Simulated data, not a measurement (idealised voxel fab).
The following is a process module called voxel wiring stack.
cross-section cut | 245 nm wide | cells 5 nm
Cross-section layout: square cells on a grid; listed as bands, top to bottom; a band spans one or more cell rows.
Top, bottom (nm), then materials left to right with widths (nm); lone material tagged "full width" fills the whole band edge to edge; "air" = empty space.
A quick word on heights: they are counted from 0, and under that level the wafer as it came to us is one material throughout. The lowest band is different from the rest in having no bottom; it simply continues downward, written as in "0 and below".
Graded width ("30->40"): value in top row of band = first number; value in bottom row = second number; row-to-row change constant.
Where a step carries "no change", the cross-section came out of it unchanged, cell for cell.
Look at "Enclosed internal cavities" for the closed voids: empty spaces with no open path to the top, sized 8 cells or up. Each is width x height at distance, distance from the left edge, all nm.
On a step's line, text after the settings is the simulator commenting on that step.
For masked steps, "overlay nm" on the step line gives how far right of plan the mask actually lay; a minus sign means it lay to the left.
[Intended process steps]
step 1: op RECEIVE | material Si
step 2: op CONFORMAL_DEP | material SiO2 | thk nm 15
step 3: op DIRECTIONAL_DEP | material TiN | thk nm 5
step 4: op DIRECTIONAL_DEP | material W | thk nm 25
step 5: op MASKED_ETCH | tone cover | mask id METAL_1 | width nm 25 | pitch nm 50 | etch materials W | depth nm 25 | overlay nm 0
step 6: op MASKED_ETCH | tone cover | mask id METAL_1 | width nm 25 | pitch nm 50 | etch materials TiN | depth nm 5 | overlay nm 0
step 7: op CONFORMAL_DEP | material SiN | thk nm 5
step 8: op FILL_DEP | material SiO2 | thk nm 5
step 9: op CMP | height nm 45
step 10: op CONFORMAL_DEP | material SiCN | thk nm 5
step 11: op DIRECTIONAL_DEP | material lowk | thk nm 15
step 12: op DIRECTIONAL_DEP | material aC | thk nm 15
step 13: op PATTERN | tone open | mask id PLUG_1 | material resist | width nm 15 | thk nm 35 | overlay nm 0
step 14: op DIRECTIONAL_ETCH | etch materials aC | depth nm 15
step 15: op STRIP | etch materials resist
step 16: op DIRECTIONAL_ETCH | etch materials lowk | depth nm 15
step 17: op DIRECTIONAL_ETCH | etch materials SiCN | depth nm 5
step 18: op STRIP | etch materials aC
step 19: op EPI | material Ru | thk nm 10
step 20: op EPI | material Ru | thk nm 10
step 21: op DIRECTIONAL_DEP | material TiN | thk nm 5
step 22: op DIRECTIONAL_DEP | material W | thk nm 20
step 23: op PATTERN | tone cover | mask id METAL_2 | material resist | width nm 25 | pitch nm 50 | thk nm 15 | overlay nm 0
step 24: op DIRECTIONAL_ETCH | etch materials W | depth nm 20
step 25: op DIRECTIONAL_ETCH | etch materials TiN | depth nm 5
step 26: op STRIP | etch materials resist
step 27: op CONFORMAL_DEP | material SiCN | thk nm 5
step 28: op FILL_DEP | material SiO2 | thk nm 5
step 29: op CMP | height nm 90
step 30: op CONFORMAL_DEP | material SiCN | thk nm 5
step 31: op DIRECTIONAL_DEP | material lowk | thk nm 30
step 32: op MASKED_ETCH | tone open | mask id METAL_3 | width nm 25 | pitch nm 50 | etch materials lowk | depth nm 15 | overlay nm 0
step 33: op PATTERN | tone open | mask id METAL_3_HOLES | material resist | width nm 15 | thk nm 15 | overlay nm 0
step 34: op DIRECTIONAL_ETCH | etch materials lowk | depth nm 15
step 35: op DIRECTIONAL_ETCH | etch materials SiCN | depth nm 5
step 36: op STRIP | etch materials resist
step 37: op CONFORMAL_DEP | material TiN | thk nm 5
step 38: op FILL_DEP | material Cu | thk nm 10
step 39: op CMP | height nm 125
step 40: op CONFORMAL_DEP | material SiCN | thk nm 5
[Below: the first of two wafers, run as planned]
[Cross-section of the wafer as it came to us, i.e., already through step 1]
0 and below: Si full width
Enclosed internal cavities: none
[Cross-sectional representation of the wafer at the conclusion of step 2]
15 down to 0: SiO2 full width
Everything below 0 is unchanged.
[Cross-sectional representation of the wafer at the conclusion of step 3]
20 down to 15: TiN full width
Everything below 15 is unchanged.
[Cross-sectional representation of the wafer at the conclusion of step 4]
45 down to 20: W full width
Everything below 20 is unchanged.
[Cross-sectional representation of the wafer at the conclusion of step 5]
45 down to 20: air 85 nm  W 25 nm  air 25 nm  W 25 nm  air 85 nm
Everything below 20 is unchanged.
[Cross-sectional representation of the wafer at the conclusion of step 6]
45 down to 20: air 85 nm  W 25 nm  air 25 nm  W 25 nm  air 85 nm
20 down to 15: air 85 nm  TiN 25 nm  air 25 nm  TiN 25 nm  air 85 nm
Everything below 15 is unchanged.
[Cross-sectional representation of the wafer at the conclusion of step 7]
50 down to 45: air 80 nm  SiN 35 nm  air 15 nm  SiN 35 nm  air 80 nm
45 down to 20: air 80 nm  SiN 5 nm  W 25 nm  SiN 5 nm  air 15 nm  SiN 5 nm  W 25 nm  SiN 5 nm  air 80 nm
20 down to 15: SiN 85 nm  TiN 25 nm  SiN 25 nm  TiN 25 nm  SiN 85 nm
Everything below 15 is unchanged.
[Cross-sectional representation of the wafer at the conclusion of step 8]
55 down to 50: SiO2 full width
50 down to 45: SiO2 80 nm  SiN 35 nm  SiO2 15 nm  SiN 35 nm  SiO2 80 nm
45 down to 20: SiO2 80 nm  SiN 5 nm  W 25 nm  SiN 5 nm  SiO2 15 nm  SiN 5 nm  W 25 nm  SiN 5 nm  SiO2 80 nm
Everything below 20 is unchanged.
[Cross-sectional representation of the wafer at the conclusion of step 9]
45 down to 20: SiO2 80 nm  SiN 5 nm  W 25 nm  SiN 5 nm  SiO2 15 nm  SiN 5 nm  W 25 nm  SiN 5 nm  SiO2 80 nm
Everything below 20 is unchanged.
[Cross-sectional representation of the wafer at the conclusion of step 10]
50 down to 45: SiCN full width
Everything below 45 is unchanged.
[Cross-sectional representation of the wafer at the conclusion of step 11]
65 down to 50: lowk full width
Everything below 50 is unchanged.
[Cross-sectional representation of the wafer at the conclusion of step 12]
80 down to 65: aC full width
Everything below 65 is unchanged.
[Cross-sectional representation of the wafer at the conclusion of step 13]
115 down to 80: resist 85 nm  air 15 nm  resist 145 nm
Everything below 80 is unchanged.
[Cross-sectional representation of the wafer at the conclusion of step 14]
100 down to 80: resist 85 nm  air 15 nm  resist 145 nm
80 down to 65: aC 85 nm  air 15 nm  aC 145 nm
Everything below 65 is unchanged.
[Cross-sectional representation of the wafer at the conclusion of step 15]
80 down to 65: aC 85 nm  air 15 nm  aC 145 nm
Everything below 65 is unchanged.
[Cross-sectional representation of the wafer at the conclusion of step 16]
80 down to 65: aC 85 nm  air 15 nm  aC 145 nm
65 down to 50: lowk 85 nm  air 15 nm  lowk 145 nm
Everything below 50 is unchanged.
[Cross-sectional representation of the wafer at the conclusion of step 17]
80 down to 65: aC 85 nm  air 15 nm  aC 145 nm
65 down to 50: lowk 85 nm  air 15 nm  lowk 145 nm
50 down to 45: SiCN 85 nm  air 15 nm  SiCN 145 nm
Everything below 45 is unchanged.
[Cross-sectional representation of the wafer at the conclusion of step 18]
65 down to 50: lowk 85 nm  air 15 nm  lowk 145 nm
Everything below 50 is unchanged.
[Cross-sectional representation of the wafer at the conclusion of step 19]
65 down to 55: lowk 85 nm  air 15 nm  lowk 145 nm
55 down to 50: lowk 85 nm  Ru 15 nm  lowk 145 nm
50 down to 45: SiCN 85 nm  Ru 15 nm  SiCN 145 nm
Everything below 45 is unchanged.
[Cross-sectional representation of the wafer at the conclusion of step 20]
65 down to 50: lowk 85 nm  Ru 15 nm  lowk 145 nm
Everything below 50 is unchanged.
[Cross-sectional representation of the wafer at the conclusion of step 21]
70 down to 65: TiN full width
Everything below 65 is unchanged.
[Cross-sectional representation of the wafer at the conclusion of step 22]
90 down to 70: W full width
Everything below 70 is unchanged.
[Cross-sectional representation of the wafer at the conclusion of step 23]
105 down to 90: air 85 nm  resist 25 nm  air 25 nm  resist 25 nm  air 85 nm
Everything below 90 is unchanged.
[Cross-sectional representation of the wafer at the conclusion of step 24]
105 down to 90: air 85 nm  resist 25 nm  air 25 nm  resist 25 nm  air 85 nm
90 down to 70: air 85 nm  W 25 nm  air 25 nm  W 25 nm  air 85 nm
Everything below 70 is unchanged.
[Cross-sectional representation of the wafer at the conclusion of step 25]
105 down to 90: air 85 nm  resist 25 nm  air 25 nm  resist 25 nm  air 85 nm
90 down to 70: air 85 nm  W 25 nm  air 25 nm  W 25 nm  air 85 nm
70 down to 65: air 85 nm  TiN 25 nm  air 25 nm  TiN 25 nm  air 85 nm
Everything below 65 is unchanged.
[Cross-sectional representation of the wafer at the conclusion of step 26]
90 down to 70: air 85 nm  W 25 nm  air 25 nm  W 25 nm  air 85 nm
Everything below 70 is unchanged.
[Cross-sectional representation of the wafer at the conclusion of step 27]
95 down to 90: air 80 nm  SiCN 35 nm  air 15 nm  SiCN 35 nm  air 80 nm
90 down to 70: air 80 nm  SiCN 5 nm  W 25 nm  SiCN 5 nm  air 15 nm  SiCN 5 nm  W 25 nm  SiCN 5 nm  air 80 nm
70 down to 65: SiCN 85 nm  TiN 25 nm  SiCN 25 nm  TiN 25 nm  SiCN 85 nm
Everything below 65 is unchanged.
[Cross-sectional representation of the wafer at the conclusion of step 28]
100 down to 95: SiO2 full width
95 down to 90: SiO2 80 nm  SiCN 35 nm  SiO2 15 nm  SiCN 35 nm  SiO2 80 nm
90 down to 70: SiO2 80 nm  SiCN 5 nm  W 25 nm  SiCN 5 nm  SiO2 15 nm  SiCN 5 nm  W 25 nm  SiCN 5 nm  SiO2 80 nm
Everything below 70 is unchanged.
[Cross-sectional representation of the wafer at the conclusion of step 29]
90 down to 70: SiO2 80 nm  SiCN 5 nm  W 25 nm  SiCN 5 nm  SiO2 15 nm  SiCN 5 nm  W 25 nm  SiCN 5 nm  SiO2 80 nm
Everything below 70 is unchanged.
[Cross-sectional representation of the wafer at the conclusion of step 30]
95 down to 90: SiCN full width
Everything below 90 is unchanged.
[Cross-sectional representation of the wafer at the conclusion of step 31]
125 down to 95: lowk full width
Everything below 95 is unchanged.
[Cross-sectional representation of the wafer at the conclusion of step 32]
125 down to 110: lowk 85 nm  air 25 nm  lowk 25 nm  air 25 nm  lowk 85 nm
Everything below 110 is unchanged.
[Cross-sectional representation of the wafer at the conclusion of step 33]
140 down to 125: resist 85 nm  air 15 nm  resist 145 nm
125 down to 110: lowk 85 nm  air 15 nm  resist 10 nm  lowk 25 nm  resist 25 nm  lowk 85 nm
Everything below 110 is unchanged.
[Cross-sectional representation of the wafer at the conclusion of step 34]
140 down to 125: resist 85 nm  air 15 nm  resist 145 nm
125 down to 110: lowk 85 nm  air 15 nm  resist 10 nm  lowk 25 nm  resist 25 nm  lowk 85 nm
110 down to 95: lowk 85 nm  air 15 nm  lowk 145 nm
Everything below 95 is unchanged.
[Cross-sectional representation of the wafer at the conclusion of step 35]
140 down to 125: resist 85 nm  air 15 nm  resist 145 nm
125 down to 110: lowk 85 nm  air 15 nm  resist 10 nm  lowk 25 nm  resist 25 nm  lowk 85 nm
110 down to 95: lowk 85 nm  air 15 nm  lowk 145 nm
95 down to 90: SiCN 85 nm  air 15 nm  SiCN 145 nm
Everything below 90 is unchanged.
[Cross-sectional representation of the wafer at the conclusion of step 36]
125 down to 110: lowk 85 nm  air 25 nm  lowk 25 nm  air 25 nm  lowk 85 nm
Everything below 110 is unchanged.
[Cross-sectional representation of the wafer at the conclusion of step 37]
130 down to 125: TiN 90 nm  air 15 nm  TiN 35 nm  air 15 nm  TiN 90 nm
125 down to 115: lowk 85 nm  TiN 5 nm  air 15 nm  TiN 5 nm  lowk 25 nm  TiN 5 nm  air 15 nm  TiN 5 nm  lowk 85 nm
115 down to 110: lowk 85 nm  TiN 5 nm  air 5 nm  TiN 15 nm  lowk 25 nm  TiN 25 nm  lowk 85 nm
110 down to 95: lowk 85 nm  TiN 5 nm  air 5 nm  TiN 5 nm  lowk 145 nm
95 down to 90: SiCN 85 nm  TiN 15 nm  SiCN 145 nm
Everything below 90 is unchanged.
[Cross-sectional representation of the wafer at the conclusion of step 38]
140 down to 130: Cu full width
130 down to 125: TiN 90 nm  Cu 15 nm  TiN 35 nm  Cu 15 nm  TiN 90 nm
125 down to 115: lowk 85 nm  TiN 5 nm  Cu 15 nm  TiN 5 nm  lowk 25 nm  TiN 5 nm  Cu 15 nm  TiN 5 nm  lowk 85 nm
115 down to 110: lowk 85 nm  TiN 5 nm  Cu 5 nm  TiN 15 nm  lowk 25 nm  TiN 25 nm  lowk 85 nm
110 down to 95: lowk 85 nm  TiN 5 nm  Cu 5 nm  TiN 5 nm  lowk 145 nm
Everything below 95 is unchanged.
[Cross-sectional representation of the wafer at the conclusion of step 39]
125 down to 115: lowk 85 nm  TiN 5 nm  Cu 15 nm  TiN 5 nm  lowk 25 nm  TiN 5 nm  Cu 15 nm  TiN 5 nm  lowk 85 nm
Everything below 115 is unchanged.
[Cross-sectional representation of the wafer at the conclusion of step 40]
130 down to 125: SiCN full width
Everything below 125 is unchanged.
[Second wafer, same starting state and plan as the first, one mistake in the run, identical through step 31]
[Cross-section of the second wafer corresponding to the planned conclusion of step 32]
125 down to 110: air 85 nm  lowk 25 nm  air 25 nm  lowk 25 nm  air 85 nm
Everything below 110 is unchanged.
[Cross-section of the second wafer corresponding to the planned conclusion of step 33]
140 down to 125: resist 85 nm  air 15 nm  resist 145 nm
125 down to 110: resist 85 nm  lowk 25 nm  resist 25 nm  lowk 25 nm  resist 85 nm
Everything below 110 is unchanged.
[Cross-section of the second wafer corresponding to the planned conclusion of step 34]
140 down to 125: resist 85 nm  air 15 nm  resist 145 nm
125 down to 110: resist 85 nm  air 15 nm  lowk 10 nm  resist 25 nm  lowk 25 nm  resist 85 nm
Everything below 110 is unchanged.
Cross-section of the second wafer corresponding to the planned conclusion of step 35: no change
[Cross-section of the second wafer corresponding to the planned conclusion of step 36]
125 down to 110: air 100 nm  lowk 10 nm  air 25 nm  lowk 25 nm  air 85 nm
Everything below 110 is unchanged.
[Cross-section of the second wafer corresponding to the planned conclusion of step 37]
130 down to 125: air 95 nm  TiN 20 nm  air 15 nm  TiN 35 nm  air 80 nm
125 down to 115: air 95 nm  TiN 5 nm  lowk 10 nm  TiN 5 nm  air 15 nm  TiN 5 nm  lowk 25 nm  TiN 5 nm  air 80 nm
115 down to 110: TiN 100 nm  lowk 10 nm  TiN 25 nm  lowk 25 nm  TiN 85 nm
Everything below 110 is unchanged.
[Cross-section of the second wafer corresponding to the planned conclusion of step 38]
140 down to 130: Cu full width
130 down to 125: Cu 95 nm  TiN 20 nm  Cu 15 nm  TiN 35 nm  Cu 80 nm
125 down to 115: Cu 95 nm  TiN 5 nm  lowk 10 nm  TiN 5 nm  Cu 15 nm  TiN 5 nm  lowk 25 nm  TiN 5 nm  Cu 80 nm
Everything below 115 is unchanged.
[Cross-section of the second wafer corresponding to the planned conclusion of step 39]
125 down to 115: Cu 95 nm  TiN 5 nm  lowk 10 nm  TiN 5 nm  Cu 15 nm  TiN 5 nm  lowk 25 nm  TiN 5 nm  Cu 80 nm
Everything below 115 is unchanged.
[Cross-section of the second wafer corresponding to the planned conclusion of step 40]
130 down to 125: SiCN full width
Everything below 125 is unchanged.
Heads up, the wafer didn't run the way we planned it: not per plan at step 32, really ran op MASKED_ETCH | tone cover | mask id METAL_3 | width nm 25 | pitch nm 50 | etch materials lowk | depth nm 15 | overlay nm 0
In the final state, the cell counts of the second wafer exceed or fall short of those of the first for the following materials: Cu +60, SiCN +3, TiN +24, lowk -87
